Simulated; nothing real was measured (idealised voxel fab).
process module | voxel air gaps
cross-section cut | 205 nm wide | cells 5 nm
A cross-section is a grid of square cells, given in bands from the top down. A band is one or more rows of cells.
Each band's line starts with the height of the band's top and of its bottom, in nm. Then come its materials from left to right, each with its width in nm. One material with "throughout" fills the band from edge to edge. "air" is empty space.
Height 0 is the level under which the wafer as received is all one material. The lowest band goes on downwards, as in "0 down".
A width such as "30 to 40" changes by the same amount from each row of cells to the next, from the band's top row to its bottom row.
"no change" after a step means that no cell of the cross-section changed.
closed voids: empty space of 8 cells or more with no open way to the top, each as width x height at its distance from the left edge, in nm
after a step's settings: what the simulator itself notes on the step
overlay nm, on a step with a mask: how far to the right of its planned place the mask lay; to the left if negative
plan
1 op RECEIVE | material Si
2 op CONFORMAL_DEP | material SiO2 | thk nm 15
3 op CONFORMAL_DEP | material SiN | thk nm 5
4 op DIRECTIONAL_DEP | material lowk | thk nm 40
5 op MASKED_ETCH | tone open | mask id LINES | width nm 15 | pitch nm 55 | etch materials lowk | depth nm 40 | overlay nm 0
6 op CONFORMAL_DEP | material TiN | thk nm 5
7 op FILL_DEP | material Ru | thk nm 5
8 op CMP | height nm 60
9 op EPI | material Ru | thk nm 10
10 op SELECTIVE_ETCH | etch materials lowk | depth nm 50
11 op CONFORMAL_DEP | material SiCN | thk nm 5
varied across the wafers: width nm of step 5. The plan shows the first wafer's value. All wafers start alike
first wafer as received, after step 1
  0 down: Si throughout
  closed voids: none
each wafer at the end: cells of each material gained (+) or lost (-) since it was received, then its closed voids
width nm 15 | +63 Ru | +125 SiCN | +41 SiN | +123 SiO2 | +51 TiN | closed voids: none
width nm 20 | +90 Ru | +125 SiCN | +41 SiN | +123 SiO2 | +54 TiN | closed voids: none
width nm 25 | +117 Ru | +125 SiCN | +41 SiN | +123 SiO2 | +57 TiN | closed voids: 20 x 30 at 65; 20 x 30 at 120
width nm 30 | +144 Ru | +117 SiCN | +41 SiN | +123 SiO2 | +60 TiN | closed voids: 15 x 30 at 70; 15 x 30 at 125
width nm 35 | +171 Ru | +69 SiCN | +41 SiN | +123 SiO2 | +63 TiN | +64 lowk | closed voids: none
width nm 40 | +194 Ru | +69 SiCN | +41 SiN | +123 SiO2 | +66 TiN | +48 lowk | closed voids: none
